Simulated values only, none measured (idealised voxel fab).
The process module that follows is named voxel lift off.
Cross-section cut spans 190 nm and uses square cells 5 nm in size.
We lay out every cross-section as a grid of square cells and spell it out in bands from the top down, where one band means one or more rows of cells.
The band entry comprises the height of the band's top followed by the height of its bottom, expressed in nm, and subsequently the band's materials from left to right, each stated together with its width in nm. Where a single material is marked with the word "edge to edge", that material fills the band from edge to edge. The word "blank" represents empty space.
Heights are measured from 0, the level below which the as-received wafer is all one material; the lowest band has no bottom and continues downward, written as in "z 0 and below".
A two-number width, for instance "30->40", indicates that the width is equal to the first number in the top row of the band and to the second number in the bottom row, and that it changes by a constant amount per row of cells.
Any step labelled "nothing different" changed none of the cells in the cross-section.
Entry "Enclosed cavity list" = empty spaces >= 8 cells with no open way to the top; each as width x height at distance, distance from left edge, all nm.
Heads up: the bit after the settings on a step's line is the simulator's remark on that step.
"overlay nm", when on a step's line for a step with a mask, measures how far to the right of its planned place the mask lay; a negative measure means to the left.
THESE ARE THE STEPS WE PLANNED FOR THE PROCESS
1) RECEIVE with material Si
2) CONFORMAL_DEP with material SiN, thk nm 15
3) PATTERN with tone open, mask id LINES, material resist, width nm 25, pitch nm 55, thk nm 20, overlay nm -10
4) DIRECTIONAL_DEP with material Ru, thk nm 5
5) STRIP with etch materials resist
6) CONFORMAL_DEP with material SiCN, thk nm 5
Wafer-to-wafer difference: overlay nm, step 3. Common start. Plan = first wafer's value.
CROSS-SECTION OF THE FIRST INCOMING WAFER OF SEVERAL, STATE AFTER STEP 1
* z 0 and below | Si edge to edge
* Enclosed cavity list: none
FIRST WAFER OF SEVERAL, CROSS-SECTION, MODULE END, AFTER STEP 6 (LAST)
* z 25 to 20 | 10 of blank; 35 of SiCN; 20 of blank; 35 of SiCN; 20 of blank; 35 of SiCN; 35 of blank
* z 20 to 15 | 15 of SiCN; 25 of Ru; 30 of SiCN; 25 of Ru; 30 of SiCN; 25 of Ru; 40 of SiCN
* z 15 to 0 | SiN edge to edge
* z 0 and below | Si edge to edge
* Enclosed cavity list: none
FINAL WAFER OF SEVERAL, SHOWN IN CROSS-SECTION AT THE END OF THE MODULE
* z 25 to 20 | 35 of blank; 35 of SiCN; 20 of blank; 35 of SiCN; 20 of blank; 35 of SiCN; 10 of blank
* z 20 to 15 | 40 of SiCN; 25 of Ru; 30 of SiCN; 25 of Ru; 30 of SiCN; 25 of Ru; 15 of SiCN
* z 15 to 0 | SiN edge to edge
* z 0 and below | Si edge to edge
* Enclosed cavity list: none
BASICALLY EACH WAFER GETS A LINE IN THE TABLE, SHOWING IT AT THE END OF THE MODULE: MATERIAL BY MATERIAL, THE CELLS IT GAINED (+) OR LOST (-) SINCE WE GOT IT, THEN ITS CLOSED VOIDS
overlay nm -10 | +15 Ru | +44 SiCN | +114 SiN | Enclosed cavity list: none
overlay nm -5 | +15 Ru | +44 SiCN | +114 SiN | Enclosed cavity list: none
overlay nm 0 | +15 Ru | +44 SiCN | +114 SiN | Enclosed cavity list: none
overlay nm 5 | +15 Ru | +44 SiCN | +114 SiN | Enclosed cavity list: none
overlay nm 10 | +15 Ru | +44 SiCN | +114 SiN | Enclosed cavity list: none
overlay nm 15 | +15 Ru | +44 SiCN | +114 SiN | Enclosed cavity list: none
